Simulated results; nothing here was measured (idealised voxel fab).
This section sets out a process module, namely voxel double patterning.
Section shown: cut. Width: 210 nm. Cell size: 5 nm, square.
Notation: cross-section as square-cell grid; stated in bands, top first, going down; one or more cell rows per band. It is stipulated that each band's entry specify, in nanometres, the height of the top of the band and then that of its bottom, followed by the materials of the band in left-to-right sequence, each together with its width in nanometres. A single material marked by the word "full width" is understood to fill the band from edge to edge; the word "air" is understood to denote empty space. Height datum 0, below which the as-received substrate wafer is one material. Lowest band open at the bottom, running downward: "top 0, no bottom". The notation "30->40" denotes a width that varies across the rows of cells in the band, beginning at the first number in the top row, finishing at the second number in the bottom row, and changing by an identical amount from each row to the next. "remained the same" -> step changed no cross-section cell. Under "Unvented voids" you'll find the enclosed gaps, the ones with no way out to the top, that are 8 cells or bigger; each reads width x height at distance, with distance counted from the left edge, everything in nm. Formally, on a step line, whatever follows the settings is a remark that the simulator itself makes on the step. The "overlay nm" setting may appear on a step's line; for a step that uses a mask, it gives how far to the right of its planned position the mask lay, and a negative value indicates the left.

### plan
1. RECEIVE, material Si
2. CONFORMAL_DEP, material SiO2, thk nm 10
3. DIRECTIONAL_DEP, material polySi, thk nm 10
4. DIRECTIONAL_DEP, material SiN, thk nm 5
5. PATTERN, tone open, mask id FIRST, material resist, width nm 15, pitch nm 50, thk nm 15, overlay nm 0
6. DIRECTIONAL_ETCH, etch materials SiN, depth nm 5
7. STRIP, etch materials resist
8. DIRECTIONAL_DEP, material aC, thk nm 10
9. PATTERN, tone open, mask id SECOND, material resist, width nm 15, pitch nm 50, thk nm 25, overlay nm 0
10. DIRECTIONAL_ETCH, etch materials aC, depth nm 10
11. STRIP, etch materials resist
12. DIRECTIONAL_ETCH, etch materials SiN, depth nm 5
13. STRIP, etch materials aC
14. DIRECTIONAL_ETCH, etch materials polySi, depth nm 10
15. STRIP, etch materials SiN

### Cross-section, incoming material, after step 1
top 0, no bottom = Si full width
Unvented voids: none

### First of two wafers at the end of the module, shown in cross-section; run carried out as planned
top 20, bottom 10 = 45 polySi  15 air  10 polySi  15 air  10 polySi  15 air  10 polySi  15 air  10 polySi  15 air  50 polySi
top 10, bottom 0 = SiO2 full width
top 0, no bottom = Si full width
Unvented voids: none

### Cross-section, second wafer: same start as the first, same plan as the first, one mistake in running it; taken at the end of the module
top 20, bottom 15 = 45 polySi  15 air  10 polySi  15 air  10 polySi  15 air  10 polySi  15 air  10 polySi  15 air  50 polySi
top 15, bottom 10 = polySi full width
top 10, bottom 0 = SiO2 full width
top 0, no bottom = Si full width
Unvented voids: none
What broke from the plan during processing? step 14 was not run as planned; what actually ran was DIRECTIONAL_ETCH, etch materials polySi, depth nm 5
Cell-count delta at end, second wafer over first, by material: +15 polySi
